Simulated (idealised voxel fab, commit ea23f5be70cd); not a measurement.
Process module name: voxel ribs on slabs
It is cross-section cut that appears here, measuring 185 nm in width, its square cells being 5 nm in size.
Notation: cross-section as square-cell grid; stated in bands, top first, going down; one or more cell rows per band. In this notation a band is specified by the heights of its top and bottom, in that order and in nm, after which its materials appear from left to right, each paired with its width in nm. The word "edge to edge" attached to a single material means that material fills the band from edge to edge; the word "air" stands for empty space. Ref level 0: as-received wafer is one material below here. Bottom band extends down with no lower bound ("from 0 down"). When a width is written as two numbers, as in "30..40", the first number is the width in the top row of cells of the band and the second is the width in its bottom row, and the width changes by the same amount from each row to the next. No cell of the cross-section changed in a step that is given as "no alterations made". "Enclosed void entries" means: voids of 8 cells or more that are shut off from the top with no open way through. Written width x height at distance, distance from the left edge, in nm. Whatever follows a step's settings on its line is a remark the simulator itself makes about that step. overlay nm: where the mask lay relative to plan, measured to the right, on steps with a mask; negatives go left.

### Steps in the process plan
1) RECEIVE | material Si
2) DIRECTIONAL_DEP | material SiO2 | thk nm 30
3) DIRECTIONAL_DEP | material SiN | thk nm 20
4) MASKED_ETCH | tone cover | mask id RIB | width nm 15 | etch materials SiN | depth nm 15 | overlay nm 0
5) MASKED_ETCH | tone cover | mask id SLAB | width nm 65 | etch materials SiN | depth nm 5 | overlay nm 0
6) FILL_DEP | material SiO2 | thk nm 20
7) CMP | height nm 60
8) DIRECTIONAL_DEP | material TiN | thk nm 10
9) MASKED_ETCH | tone cover | mask id HEATER | width nm 25 | etch materials TiN | depth nm 10 | overlay nm 0
10) CONFORMAL_DEP | material SiN | thk nm 5
The thk nm used in step 10 is not the same on every wafer, whereas the starting condition is; the value printed in the plan is the first wafer's.

### First of several wafers (as received, post step 1), cross-sectional view
* from 0 down: Si edge to edge
* Enclosed void entries: none

### Below: a row per wafer. Contents at end of module: for every material, cells gained since receipt (+) or lost since receipt (-); then closed voids
thk nm 5 | +63 SiN | +422 SiO2 | +10 TiN | Enclosed void entries: none
thk nm 10 | +104 SiN | +422 SiO2 | +10 TiN | Enclosed void entries: none
thk nm 15 | +145 SiN | +422 SiO2 | +10 TiN | Enclosed void entries: none
thk nm 20 | +186 SiN | +422 SiO2 | +10 TiN | Enclosed void entries: none
